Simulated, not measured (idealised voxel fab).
The following process module bears the name voxel capacitor over wiring.
Displayed cross-section: cut, width of 240 nm, square cells sized 5 nm.
Each cross-section below is a grid of square cells, stated as bands in top-down order, with one or more rows of cells making up each band.
In this notation a band is specified by the heights of its top and bottom, in that order and in nm, after which its materials appear from left to right, each paired with its width in nm. The word "full width" attached to a single material means that material fills the band from edge to edge; the word "air" stands for empty space.
Counting heights begins at 0, where everything beneath is, in the wafer as received, one material. The lowest band has no bottom; it goes on downwards, as "0..down" shows.
Note: "30->40" means the width goes from the first number (top row of the band) to the second number (bottom row) in equal steps per row of cells.
"no modification" after a step means that no cell of the cross-section changed.
Look at "Internal closed voids" for the closed voids: empty spaces with no open path to the top, sized 8 cells or up. Each is width x height at distance, distance from the left edge, all nm.
What comes after the settings on a step's line is commentary from the simulator itself on that step.
On any step carrying a mask, the "overlay nm" setting, if present on the step's line, tells how far right of its planned place the mask lay; negative values point to the left.
**Here's what the planned process steps look like**
1. op RECEIVE | material Si
2. op CONFORMAL_DEP | material SiO2 | thk nm 15
3. op DIRECTIONAL_DEP | material TiN | thk nm 5
4. op DIRECTIONAL_DEP | material W | thk nm 25
5. op MASKED_ETCH | tone cover | mask id METAL_1 | width nm 20 | pitch nm 80 | etch materials W | depth nm 25 | overlay nm 0
6. op MASKED_ETCH | tone cover | mask id METAL_1 | width nm 20 | pitch nm 80 | etch materials TiN | depth nm 5 | overlay nm 0
7. op CONFORMAL_DEP | material SiN | thk nm 5
8. op FILL_DEP | material lowk | thk nm 10
9. op CMP | height nm 45
10. op CONFORMAL_DEP | material SiCN | thk nm 5
11. op DIRECTIONAL_DEP | material SiO2 | thk nm 10
12. op MASKED_ETCH | tone open | mask id PLUG_1 | width nm 15 | etch materials SiO2 | depth nm 10 | overlay nm 0
13. op MASKED_ETCH | tone open | mask id PLUG_1 | width nm 15 | etch materials SiCN | depth nm 5 | overlay nm 0
14. op EPI | material Ru | thk nm 10
15. op EPI | material Ru | thk nm 5
16. op DIRECTIONAL_DEP | material TiN | thk nm 5
17. op DIRECTIONAL_DEP | material Al2O3 | thk nm 5
18. op DIRECTIONAL_DEP | material TiN | thk nm 10
19. op PATTERN | tone cover | mask id UPPER_PLATE | material resist | width nm 65 | thk nm 20 | overlay nm 0
20. op DIRECTIONAL_ETCH | etch materials TiN | depth nm 10
21. op DIRECTIONAL_ETCH | etch materials Al2O3 | depth nm 5
22. op STRIP | etch materials resist
23. op PATTERN | tone cover | mask id LOWER_PLATE | material resist | width nm 75 | thk nm 15 | overlay nm 0
24. op DIRECTIONAL_ETCH | etch materials TiN | depth nm 5
25. op STRIP | etch materials resist
26. op FILL_DEP | material SiO2 | thk nm 15
27. op CMP | height nm 90
28. op PATTERN | tone open | mask id PLUG_2 | material resist | width nm 15 | thk nm 20 | overlay nm 0
29. op DIRECTIONAL_ETCH | etch materials SiO2 | depth nm 10
30. op STRIP | etch materials resist
31. op CONFORMAL_DEP | material TiN | thk nm 5
32. op FILL_DEP | material Cu | thk nm 10
33. op CMP | height nm 90
34. op CONFORMAL_DEP | material SiN | thk nm 5
**As-received wafer cross-section (after step 1)**
0..down | Si full width
Internal closed voids: none
**Here's the wafer cut in cross-section after the module, started and planned just like above, except one thing was done wrong in the run**
95..90 | SiN full width
90..85 | SiO2 (85) | TiN (5) | Cu (5) | TiN (5) | SiO2 (140)
85..80 | SiO2 (85) | TiN (15) | SiO2 (140)
80..75 | SiO2 full width
75..65 | SiO2 (75) | TiN (65) | SiO2 (100)
65..60 | SiO2 (75) | Al2O3 (65) | SiO2 (100)
60..50 | SiO2 (75) | Ru (15) | SiO2 (150)
50..45 | SiCN (75) | Ru (15) | SiCN (150)
45..20 | lowk (65) | SiN (5) | W (20) | SiN (5) | lowk (50) | SiN (5) | W (20) | SiN (5) | lowk (65)
20..15 | SiN (70) | TiN (20) | SiN (60) | TiN (20) | SiN (70)
15..0 | SiO2 full width
0..down | Si full width
Internal closed voids: none
Plan not followed: step 16 of the plan did not run at all; it was left out
